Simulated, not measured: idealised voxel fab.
Process module heading - voxel lift off
The cross-section on display is named cut; it measures 140 nm wide, and its cells are 5 nm squares.
How to read a cross-section here: the picture is a grid of square cells, written as bands going from the top down, and any band can span one or more rows of cells.
Per band: top height and bottom height in nm, followed by the left-to-right materials and their widths in nm; "full width" marks a single material spanning edge to edge, "air" marks empty space.
We count height from 0. Below that, the starting wafer is all one material. The lowest band never ends at the bottom but goes on down; see "0 -> down" for how that is written.
Think of "30->40" as a width that walks from the first number to the second as you go down the band, top row to bottom row, taking equal-sized steps from row to row.
You'll sometimes find "remained the same" written for a step, and that's the way of saying that nowhere in the cross-section did a cell change during that step.
"Sealed void list" specifies each empty space that is not open to the top and that occupies no fewer than 8 cells, using the form width x height at distance, the distance measured from the left edge and all three quantities in nm.
Past the settings on a step's line: simulator remark, on that step.
Regarding "overlay nm": on a step with a mask, it is the distance the mask lay to the right of its planned place; a negative value places it to the left.

-- Steps planned for the process
1 RECEIVE [material Si]
2 CONFORMAL_DEP [material Al2O3] [thk nm 10]
3 PATTERN [tone open] [mask id LINES] [material resist] [width nm 25] [pitch nm 40] [thk nm 20] [overlay nm 0]
4 DIRECTIONAL_DEP [material Ru] [thk nm 10]
5 STRIP [etch materials resist]
6 CONFORMAL_DEP [material SiO2] [thk nm 10]

-- Wafer cross-section on receipt, i.e. after step 1
> 0 -> down | Si full width
> Sealed void list: none

-- What the wafer looks like in cross-section after this module, when it starts as shown above and follows the plan above but one mistake is made in running it
> 30 -> 20 | air 10 | SiO2 125 | air 5
> 20 -> 10 | SiO2 20 | Ru 25 | SiO2 15 | Ru 25 | SiO2 15 | Ru 25 | SiO2 15
> 10 -> 0 | Al2O3 full width
> 0 -> down | Si full width
> Sealed void list: none
Run error: step 3, actual vs plan mismatch, actual run PATTERN [tone open] [mask id LINES] [material resist] [width nm 25] [pitch nm 40] [thk nm 20] [overlay nm 5]
